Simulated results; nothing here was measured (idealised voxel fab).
Module name: voxel capacitor over wiring (process module)
Cross-section cut spans 190 nm and uses square cells 5 nm in size.
We lay out every cross-section as a grid of square cells and spell it out in bands from the top down, where one band means one or more rows of cells.
Band: top and bottom heights (nm) first, top before bottom; then materials from left to right, widths in nm. "edge to edge" marks a sole material filling the band edge to edge. "blank" denotes empty space.
Measure heights from 0. That's the level where, below it, the as-received wafer is all one material. The lowest band is bottomless and extends downward; write it as in "0 down".
When a width is written as two numbers, as in "30..40", the first number is the width in the top row of cells of the band and the second is the width in its bottom row, and the width changes by the same amount from each row to the next.
Given "nothing different" for a step, no cell of the cross-section differs between before and after that step.
Entry "Closed empty spaces". Content: empty spaces with no open connection to the top, size 8 cells or greater. Each: width x height at distance. Distance: from left edge. Unit: nm.
Post-settings text on a step line: simulator's own remark regarding the step.
The setting "overlay nm" may be written on the line of a step. When the step uses a mask, the value reports how far to the right of the planned place the mask lay, and a negative value reports that it lay to the left.
**Planned process steps**
1. RECEIVE [material Si]
2. CONFORMAL_DEP [material SiO2] [thk nm 10]
3. DIRECTIONAL_DEP [material TiN] [thk nm 5]
4. DIRECTIONAL_DEP [material W] [thk nm 15]
5. DIRECTIONAL_DEP [material aC] [thk nm 10]
6. PATTERN [tone cover] [mask id METAL_1] [material resist] [width nm 30] [pitch nm 100] [thk nm 25] [overlay nm 0]
7. DIRECTIONAL_ETCH [etch materials aC] [depth nm 10]
8. STRIP [etch materials resist]
9. DIRECTIONAL_ETCH [etch materials W] [depth nm 15]
10. DIRECTIONAL_ETCH [etch materials TiN] [depth nm 5]
11. STRIP [etch materials aC]
12. FILL_DEP [material SiO2] [thk nm 10]
13. CMP [height nm 30]
14. CONFORMAL_DEP [material SiCN] [thk nm 5]
15. DIRECTIONAL_DEP [material SiO2] [thk nm 20]
16. PATTERN [tone open] [mask id PLUG_1] [material resist] [width nm 15] [thk nm 15] [overlay nm 0]
17. DIRECTIONAL_ETCH [etch materials SiO2] [depth nm 20]
18. DIRECTIONAL_ETCH [etch materials SiCN] [depth nm 5]
19. STRIP [etch materials resist]
20. EPI [material Ru] [thk nm 10]
21. EPI [material Ru] [thk nm 10]
22. EPI [material Ru] [thk nm 5]
23. DIRECTIONAL_DEP [material TiN] [thk nm 5]
24. DIRECTIONAL_DEP [material HfO2] [thk nm 5]
25. DIRECTIONAL_DEP [material TiN] [thk nm 10]
26. DIRECTIONAL_DEP [material aC] [thk nm 10]
27. PATTERN [tone cover] [mask id UPPER_PLATE] [material resist] [width nm 75] [thk nm 30] [overlay nm 0]
28. DIRECTIONAL_ETCH [etch materials aC] [depth nm 10]
29. STRIP [etch materials resist]
30. DIRECTIONAL_ETCH [etch materials TiN] [depth nm 10]
31. DIRECTIONAL_ETCH [etch materials HfO2] [depth nm 5]
32. STRIP [etch materials aC]
33. DIRECTIONAL_DEP [material aC] [thk nm 10]
34. PATTERN [tone cover] [mask id LOWER_PLATE] [material resist] [width nm 85] [thk nm 25] [overlay nm 0]
35. DIRECTIONAL_ETCH [etch materials aC] [depth nm 10]
36. STRIP [etch materials resist]
37. DIRECTIONAL_ETCH [etch materials TiN] [depth nm 5]
38. STRIP [etch materials aC]
39. FILL_DEP [material SiO2] [thk nm 15]
40. CMP [height nm 85]
41. DIRECTIONAL_DEP [material aC] [thk nm 15]
42. PATTERN [tone open] [mask id PLUG_2] [material resist] [width nm 15] [thk nm 35] [overlay nm 0]
43. DIRECTIONAL_ETCH [etch materials aC] [depth nm 15]
44. STRIP [etch materials resist]
45. DIRECTIONAL_ETCH [etch materials SiO2] [depth nm 10]
46. STRIP [etch materials aC]
47. CONFORMAL_DEP [material TiN] [thk nm 5]
48. FILL_DEP [material Ru] [thk nm 5]
49. CMP [height nm 85]
50. CONFORMAL_DEP [material SiN] [thk nm 5]
**Wafer as received: cross-section following step 1**
- 0 down: Si edge to edge
- Closed empty spaces: none
**Starting structure and process plan are as shown above, but one mistake was made in running the module; the wafer cross-section at the end of the module follows**
- 90 to 85: SiN edge to edge
- 85 to 80: Ru edge to edge
- 80 to 65: 40 Ru  85 TiN  65 Ru
- 65 to 60: 35 Ru  10 TiN  75 HfO2  10 TiN  60 Ru
- 60 to 55: TiN edge to edge
- 55 to 35: 45 SiO2  15 Ru  130 SiO2
- 35 to 30: 45 SiCN  15 Ru  130 SiCN
- 30 to 15: 30 SiO2  30 W  70 SiO2  30 W  30 SiO2
- 15 to 10: 30 SiO2  30 TiN  70 SiO2  30 TiN  30 SiO2
- 10 to 0: SiO2 edge to edge
- 0 down: Si edge to edge
- Closed empty spaces: none
Heads up, the wafer didn't run the way we planned it: step 39 off recipe, ran as FILL_DEP [material aC] [thk nm 15]
